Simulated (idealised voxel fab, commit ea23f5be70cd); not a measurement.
Presented below is a process module, voxel fin reveal.
Shown is cross-section cut, with a width of 255 nm and square cells of size 5 nm.
How to read a cross-section here: the picture is a grid of square cells, written as bands going from the top down, and any band can span one or more rows of cells. Each band's line starts with the height of the band's top and of its bottom, in nm. Then come its materials from left to right, each with its width in nm. One material with "full width" fills the band from edge to edge. "air" is empty space. The reference from which all heights are counted is 0, the level beneath which the as-received wafer is entirely one material; the lowest band, having no lower bound, proceeds downward and is written after the example "0 -> down". With a width like "30..40", each row of cells in the band differs from the next by the same amount, the top row carrying the first number and the bottom row the second. When a step is marked "nothing got changed", none of the cells in the cross-section changed during that step. Any empty space of 8 cells or more lacking an open way to the top shows up in "Enclosed void listing" as width x height at distance, distance from the left edge, in nm. Text after the settings on a step's line: the simulator's own remark on that step. "overlay nm" answers the question of how far to the right of plan the mask lay on a step that has a mask, and when it is negative the answer is to the left.
The following list gives the planned process steps:
1 RECEIVE, material Si
2 CONFORMAL_DEP, material SiN, thk nm 10
3 PATTERN, tone cover, mask id FINS, material resist, width nm 15, pitch nm 40, thk nm 15, overlay nm 0
4 DIRECTIONAL_ETCH, etch materials SiN, depth nm 10
5 DIRECTIONAL_ETCH, etch materials Si, depth nm 35
6 STRIP, etch materials resist
7 OXIDIZE, depth nm 5
8 FILL_DEP, material SiO2, thk nm 15
9 CMP, height nm 10
10 SELECTIVE_ETCH, etch materials SiO2, depth nm 35
11 STRIP, etch materials SiN
Cross-section: wafer on arrival = after step 1:
* 0 -> down | Si full width
* Enclosed void listing: none
Final cross-section, module run with one mistake (start and plan as above):
* 0 -> -25 | 85 nm air | 5 nm Si | 35 nm air | 5 nm Si | 35 nm air | 5 nm Si | 85 nm air
* -25 -> -35 | 45 nm SiO2 | 40 nm air | 5 nm Si | 35 nm air | 5 nm Si | 35 nm air | 5 nm Si | 40 nm air | 45 nm SiO2
* -35 -> -40 | 85 nm SiO2 | 5 nm Si | 35 nm SiO2 | 5 nm Si | 35 nm SiO2 | 5 nm Si | 85 nm SiO2
* -40 -> down | Si full width
* Enclosed void listing: none
Run error: steps 10 and 11 swapped
